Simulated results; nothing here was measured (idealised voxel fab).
Proc. module: voxel air gaps
Section cut is 260 nm wide and gridded with 5 nm square cells.
Cross-section spec: square-cell grid; bands listed top down; each band is one or more rows.
A band entry consists of two parts. The first gives the height of the band's top and the height of its bottom, in nm. The rest lists the band's materials from left to right, each with its width in nm. A single material labelled with the word "all across" fills the band from edge to edge, and the word "air" marks empty space.
The reference from which all heights are counted is 0, the level beneath which the as-received wafer is entirely one material; the lowest band, having no lower bound, proceeds downward and is written after the example "0..down".
A two-number width, for instance "30..40", indicates that the width is equal to the first number in the top row of the band and to the second number in the bottom row, and that it changes by a constant amount per row of cells.
Basically "stayed the same" means that step didn't change any cell in the cross-section.
"Closed voids list" - sealed voids, min. 8 cells, no opening to top; format: width x height at distance (distance from left edge; nm throughout).
Read whatever lies past the settings on a step's line as the simulator's own remark about the step.
overlay nm, on a step with a mask: how far to the right of its planned place the mask lay; to the left if negative

# Here's what the planned process steps look like
1,op RECEIVE | material Si
2,op CONFORMAL_DEP | material SiO2 | thk nm 10
3,op CONFORMAL_DEP | material SiCN | thk nm 5
4,op DIRECTIONAL_DEP | material lowk | thk nm 40
5,op DIRECTIONAL_DEP | material aC | thk nm 15
6,op PATTERN | tone open | mask id LINES | material resist | width nm 25 | pitch nm 50 | thk nm 35 | overlay nm -15
7,op DIRECTIONAL_ETCH | etch materials aC | depth nm 15
8,op STRIP | etch materials resist
9,op DIRECTIONAL_ETCH | etch materials lowk | depth nm 40
10,op STRIP | etch materials aC
11,op CONFORMAL_DEP | material TiN | thk nm 5
12,op FILL_DEP | material W | thk nm 5
13,op CMP | height nm 55
14,op EPI | material Ru | thk nm 10
15,op SELECTIVE_ETCH | etch materials lowk | depth nm 50
16,op CONFORMAL_DEP | material SiCN | thk nm 5
Heads up: all these wafers start the same, and what changes between them is the overlay nm in step 6. The value you see in the plan is just what the first wafer got.

# The first of several wafers, as received after step 1, seen in section
    0..down | Si all across
    Closed voids list: none

# First of several wafers in cross-section at module end, following the final step, step 16
    70..65 | air: 10 | SiCN: 205 | air: 45
    65..55 | air: 10 | SiCN: 5 | Ru: 45 | SiCN: 5 | Ru: 45 | SiCN: 5 | Ru: 45 | SiCN: 5 | Ru: 45 | SiCN: 5 | air: 45
    55..50 | air: 10 | SiCN: 15 | TiN: 5 | W: 15 | TiN: 5 | SiCN: 25 | TiN: 5 | W: 15 | TiN: 5 | SiCN: 25 | TiN: 5 | W: 15 | TiN: 5 | SiCN: 25 | TiN: 5 | W: 15 | TiN: 5 | SiCN: 15 | air: 45
    50..20 | air: 20 | SiCN: 5 | TiN: 5 | W: 15 | TiN: 5 | SiCN: 5 | air: 15 | SiCN: 5 | TiN: 5 | W: 15 | TiN: 5 | SiCN: 5 | air: 15 | SiCN: 5 | TiN: 5 | W: 15 | TiN: 5 | SiCN: 5 | air: 15 | SiCN: 5 | TiN: 5 | W: 15 | TiN: 5 | SiCN: 5 | air: 55
    20..15 | SiCN: 25 | TiN: 25 | SiCN: 25 | TiN: 25 | SiCN: 25 | TiN: 25 | SiCN: 25 | TiN: 25 | SiCN: 60
    15..10 | SiCN all across
    10..0 | SiO2 all across
    0..down | Si all across
    Closed voids list: 15 x 30 at 55; 15 x 30 at 105; 15 x 30 at 155

# Cross-section at module completion, last wafer
    70..65 | air: 40 | SiCN: 205 | air: 15
    65..55 | air: 40 | SiCN: 5 | Ru: 45 | SiCN: 5 | Ru: 45 | SiCN: 5 | Ru: 45 | SiCN: 5 | Ru: 45 | SiCN: 5 | air: 15
    55..50 | air: 40 | SiCN: 15 | TiN: 5 | W: 15 | TiN: 5 | SiCN: 25 | TiN: 5 | W: 15 | TiN: 5 | SiCN: 25 | TiN: 5 | W: 15 | TiN: 5 | SiCN: 25 | TiN: 5 | W: 15 | TiN: 5 | SiCN: 15 | air: 15
    50..20 | air: 50 | SiCN: 5 | TiN: 5 | W: 15 | TiN: 5 | SiCN: 5 | air: 15 | SiCN: 5 | TiN: 5 | W: 15 | TiN: 5 | SiCN: 5 | air: 15 | SiCN: 5 | TiN: 5 | W: 15 | TiN: 5 | SiCN: 5 | air: 15 | SiCN: 5 | TiN: 5 | W: 15 | TiN: 5 | SiCN: 5 | air: 25
    20..15 | SiCN: 55 | TiN: 25 | SiCN: 25 | TiN: 25 | SiCN: 25 | TiN: 25 | SiCN: 25 | TiN: 25 | SiCN: 30
    15..10 | SiCN all across
    10..0 | SiO2 all across
    0..down | Si all across
    Closed voids list: 15 x 30 at 85; 15 x 30 at 135; 15 x 30 at 185

# Each row below is a wafer at the end of the module, listing for every material the number of cells it has gained (+) or lost (-) since it was received, followed by its closed voids
overlay nm -15; +72 Ru; +204 SiCN; +104 SiO2; +76 TiN; +84 W; Closed voids list: 15 x 30 at 55; 15 x 30 at 105; 15 x 30 at 155
overlay nm -10; +72 Ru; +204 SiCN; +104 SiO2; +76 TiN; +84 W; Closed voids list: 15 x 30 at 60; 15 x 30 at 110; 15 x 30 at 160
overlay nm -5; +72 Ru; +204 SiCN; +104 SiO2; +76 TiN; +84 W; Closed voids list: 15 x 30 at 65; 15 x 30 at 115; 15 x 30 at 165
overlay nm 0; +72 Ru; +204 SiCN; +104 SiO2; +76 TiN; +84 W; Closed voids list: 15 x 30 at 70; 15 x 30 at 120; 15 x 30 at 170
overlay nm 5; +72 Ru; +204 SiCN; +104 SiO2; +76 TiN; +84 W; Closed voids list: 15 x 30 at 75; 15 x 30 at 125; 15 x 30 at 175
overlay nm 10; +72 Ru; +204 SiCN; +104 SiO2; +76 TiN; +84 W; Closed voids list: 15 x 30 at 80; 15 x 30 at 130; 15 x 30 at 180
overlay nm 15; +72 Ru; +204 SiCN; +104 SiO2; +76 TiN; +84 W; Closed voids list: 15 x 30 at 85; 15 x 30 at 135; 15 x 30 at 185
